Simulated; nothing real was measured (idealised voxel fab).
The following process module bears the name voxel local oxidation.
Square cell edge 5 nm, section width 170 nm, ID cut.
Square cells in a grid make up a cross-section in this document, and the grid is given as bands, listed from the top down, each one or more rows of cells. The entry gives the band's vertical extent as a top height and a bottom height in nm, then its horizontal make-up as materials from left to right, each with a width in nm. "air" stands for empty space; a single material marked "everywhere" fills the band edge to edge. A quick word on heights: they are counted from 0, and under that level the wafer as it came to us is one material throughout. The lowest band is different from the rest in having no bottom; it simply continues downward, written as in "from 0 down". Note: "30->40" means the width goes from the first number (top row of the band) to the second number (bottom row) in equal steps per row of cells. Step note "remains unaltered" = no cross-section cell changed. Entry "Enclosed cavities". Content: empty spaces with no open connection to the top, size 8 cells or greater. Each: width x height at distance. Distance: from left edge. Unit: nm. Whatever follows a step's settings on its line is a remark the simulator itself makes about that step. overlay nm: on a step with a mask, how far right of its planned place the mask lay; negative means left.

INTENDED PROCESS STEPS
| 1 | RECEIVE: material Si |
| 2 | CONFORMAL_DEP: material SiO2, thk nm 5 |
| 3 | CONFORMAL_DEP: material SiN, thk nm 15 |
| 4 | DIRECTIONAL_DEP: material aC, thk nm 5 |
| 5 | PATTERN: tone cover, mask id ACTIVE, material resist, width nm 100, thk nm 30, overlay nm 0 |
| 6 | DIRECTIONAL_ETCH: etch materials aC, depth nm 15 |
| 7 | STRIP: etch materials resist |
| 8 | DIRECTIONAL_ETCH: etch materials SiN, depth nm 15 |
| 9 | STRIP: etch materials aC |
| 10 | SELECTIVE_ETCH: etch materials SiO2, depth nm 5 |
| 11 | OXIDIZE: depth nm 10 |
| 12 | STRIP: etch materials SiN |
Split variable: thk nm, step 4. Plan value = first wafer. Wafers start alike.

AS-RECEIVED CROSS-SECTION, FIRST OF SEVERAL WAFERS, POST STEP 1
from 0 down  Si everywhere
Enclosed cavities: none

BELOW: A ROW PER WAFER. CONTENTS AT END OF MODULE: FOR EVERY MATERIAL, CELLS GAINED SINCE RECEIPT (+) OR LOST SINCE RECEIPT (-); THEN CLOSED VOIDS
thk nm 5; -40 Si; +58 SiO2; Enclosed cavities: none
thk nm 10; -40 Si; +58 SiO2; Enclosed cavities: none
thk nm 15; -40 Si; +58 SiO2; Enclosed cavities: none
thk nm 20; +34 SiO2; Enclosed cavities: none
thk nm 25; +34 SiO2; Enclosed cavities: none
thk nm 30; +34 SiO2; Enclosed cavities: none
